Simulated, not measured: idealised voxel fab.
process module | voxel trench capacitor
cross-section cut | 255 nm wide | cells 5 nm
A cross-section is a grid of square cells, given in bands from the top down. A band is one or more rows of cells.
Each band's line starts with the height of the band's top and of its bottom, in nm. Then come its materials from left to right, each with its width in nm. One material with "throughout" fills the band from edge to edge. "air" is empty space.
Height 0 is the level under which the wafer as received is all one material. The lowest band goes on downwards, as in "0 down".
A width such as "30 to 40" changes by the same amount from each row of cells to the next, from the band's top row to its bottom row.
"no change" after a step means that no cell of the cross-section changed.
closed voids: empty space of 8 cells or more with no open way to the top, each as width x height at its distance from the left edge, in nm
after a step's settings: what the simulator itself notes on the step
overlay nm, on a step with a mask: how far to the right of its planned place the mask lay; to the left if negative
plan
1 op RECEIVE | material Si
2 op CONFORMAL_DEP | material SiN | thk nm 10
3 op MASKED_ETCH | tone open | mask id TRENCH | width nm 25 | pitch nm 45 | etch materials SiN | depth nm 10 | overlay nm 0
4 op MASKED_ETCH | tone open | mask id TRENCH | width nm 25 | pitch nm 45 | etch materials Si | depth nm 25 | overlay nm 0
5 op CONFORMAL_DEP | material Al2O3 | thk nm 5
6 op CONFORMAL_DEP | material TiN | thk nm 5
7 op FILL_DEP | material W | thk nm 5
8 op CMP | height nm 10
as received, after step 1
  0 down: Si throughout
  closed voids: none
a wafer at the end: this start, this plan, one mistake
  25 to 20: W throughout
  20 to 15: TiN 55 | W 5 | TiN 40 | W 5 | TiN 40 | W 5 | TiN 40 | W 5 | TiN 60
  15 to 10: Al2O3 50 | TiN 5 | W 5 | TiN 5 | Al2O3 30 | TiN 5 | W 5 | TiN 5 | Al2O3 30 | TiN 5 | W 5 | TiN 5 | Al2O3 30 | TiN 5 | W 5 | TiN 5 | Al2O3 55
  10 to 0: SiN 45 | Al2O3 5 | TiN 5 | W 5 | TiN 5 | Al2O3 5 | SiN 20 | Al2O3 5 | TiN 5 | W 5 | TiN 5 | Al2O3 5 | SiN 20 | Al2O3 5 | TiN 5 | W 5 | TiN 5 | Al2O3 5 | SiN 20 | Al2O3 5 | TiN 5 | W 5 | TiN 5 | Al2O3 5 | SiN 50
  0 to -15: Si 45 | Al2O3 5 | TiN 5 | W 5 | TiN 5 | Al2O3 5 | Si 20 | Al2O3 5 | TiN 5 | W 5 | TiN 5 | Al2O3 5 | Si 20 | Al2O3 5 | TiN 5 | W 5 | TiN 5 | Al2O3 5 | Si 20 | Al2O3 5 | TiN 5 | W 5 | TiN 5 | Al2O3 5 | Si 50
  -15 to -20: Si 45 | Al2O3 5 | TiN 15 | Al2O3 5 | Si 20 | Al2O3 5 | TiN 15 | Al2O3 5 | Si 20 | Al2O3 5 | TiN 15 | Al2O3 5 | Si 20 | Al2O3 5 | TiN 15 | Al2O3 5 | Si 50
  -20 to -25: Si 45 | Al2O3 25 | Si 20 | Al2O3 25 | Si 20 | Al2O3 25 | Si 20 | Al2O3 25 | Si 50
  -25 down: Si throughout
  closed voids: none
what went wrong: step 8 was left out
